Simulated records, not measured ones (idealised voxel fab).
process module | voxel double patterning
cross-section cut | 170 nm wide | cells 5 nm
A cross-section is a grid of square cells, given in bands from the top down. A band is one or more rows of cells.
Each band's line starts with the height of the band's top and of its bottom, in nm. Then come its materials from left to right, each with its width in nm. One material with "throughout" fills the band from edge to edge. "air" is empty space.
Height 0 is the level under which the wafer as received is all one material. The lowest band goes on downwards, as in "0 down".
A width such as "30 to 40" changes by the same amount from each row of cells to the next, from the band's top row to its bottom row.
"no change" after a step means that no cell of the cross-section changed.
closed voids: empty space of 8 cells or more with no open way to the top, each as width x height at its distance from the left edge, in nm
after a step's settings: what the simulator itself notes on the step
overlay nm, on a step with a mask: how far to the right of its planned place the mask lay; to the left if negative
plan
1 op RECEIVE | material Si
2 op CONFORMAL_DEP | material SiN | thk nm 10
3 op DIRECTIONAL_DEP | material SiO2 | thk nm 10
4 op DIRECTIONAL_DEP | material SiCN | thk nm 5
5 op DIRECTIONAL_DEP | material aC | thk nm 15
6 op PATTERN | tone open | mask id FIRST | material resist | width nm 15 | pitch nm 50 | thk nm 30 | overlay nm 0
7 op DIRECTIONAL_ETCH | etch materials aC | depth nm 15
8 op STRIP | etch materials resist
9 op DIRECTIONAL_ETCH | etch materials SiCN | depth nm 5
10 op STRIP | etch materials aC
11 op DIRECTIONAL_DEP | material aC | thk nm 15
12 op PATTERN | tone open | mask id SECOND | material resist | width nm 15 | pitch nm 50 | thk nm 30 | overlay nm 0
13 op DIRECTIONAL_ETCH | etch materials aC | depth nm 15
14 op STRIP | etch materials resist
15 op DIRECTIONAL_ETCH | etch materials SiCN | depth nm 5
16 op STRIP | etch materials aC
17 op DIRECTIONAL_ETCH | etch materials SiO2 | depth nm 10
18 op STRIP | etch materials SiCN
as received, after step 1
  0 down: Si throughout
  closed voids: none
first wafer at the end, as planned
  20 to 10: SiO2 25 | air 15 | SiO2 10 | air 15 | SiO2 10 | air 15 | SiO2 10 | air 15 | SiO2 10 | air 15 | SiO2 30
  10 to 0: SiN throughout
  0 down: Si throughout
  closed voids: none
second wafer at the end: like start, like plan, one mistake
  15 to 10: SiO2 25 | air 15 | SiO2 10 | air 15 | SiO2 10 | air 15 | SiO2 10 | air 15 | SiO2 10 | air 15 | SiO2 30
  10 to 0: SiN throughout
  0 down: Si throughout
  closed voids: none
what went wrong: step 3 ran as: op DIRECTIONAL_DEP | material SiO2 | thk nm 5
at the end the second wafer has, in cells: 19 fewer of SiO2
